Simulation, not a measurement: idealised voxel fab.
process module | voxel released beams
cross-section cut | 145 nm wide | cells 5 nm
A cross-section is a grid of square cells, given in bands from the top down. A band is one or more rows of cells.
Each band's line starts with the height of the band's top and of its bottom, in nm. Then come its materials from left to right, each with its width in nm. One material with "throughout" fills the band from edge to edge. "air" is empty space.
Height 0 is the level under which the wafer as received is all one material. The lowest band goes on downwards, as in "0 down".
A width such as "30 to 40" changes by the same amount from each row of cells to the next, from the band's top row to its bottom row.
"no change" after a step means that no cell of the cross-section changed.
closed voids: empty space of 8 cells or more with no open way to the top, each as width x height at its distance from the left edge, in nm
after a step's settings: what the simulator itself notes on the step
overlay nm, on a step with a mask: how far to the right of its planned place the mask lay; to the left if negative
plan
1 op RECEIVE | material Si
2 op CONFORMAL_DEP | material Al2O3 | thk nm 5
3 op DIRECTIONAL_DEP | material SiO2 | thk nm 20
4 op MASKED_ETCH | tone open | mask id ANCHOR | width nm 45 | etch materials SiO2 | depth nm 20 | overlay nm 0
5 op CONFORMAL_DEP | material polySi | thk nm 15
6 op MASKED_ETCH | tone cover | mask id BEAM | width nm 90 | etch materials polySi | depth nm 15 | overlay nm 0
7 op STRIP | etch materials SiO2
as received, after step 1
  0 down: Si throughout
  closed voids: none
first wafer at the end, as planned
  40 to 25: air 25 | polySi 20 | air 15 | polySi 55 | air 30
  25 to 20: air 30 | polySi 15 | air 15 | polySi 15 | air 70
  20 to 5: air 30 | polySi 45 | air 70
  5 to 0: Al2O3 throughout
  0 down: Si throughout
  closed voids: none
second wafer at the end: like start, like plan, one mistake
  35 to 20: air 25 | polySi 20 | air 15 | polySi 55 | air 30
  20 to 5: air 30 | polySi 45 | air 70
  5 to 0: Al2O3 throughout
  0 down: Si throughout
  closed voids: none
what went wrong: step 3 ran as: op DIRECTIONAL_DEP | material SiO2 | thk nm 15
at the end the second wafer has, in cells: 6 fewer of polySi
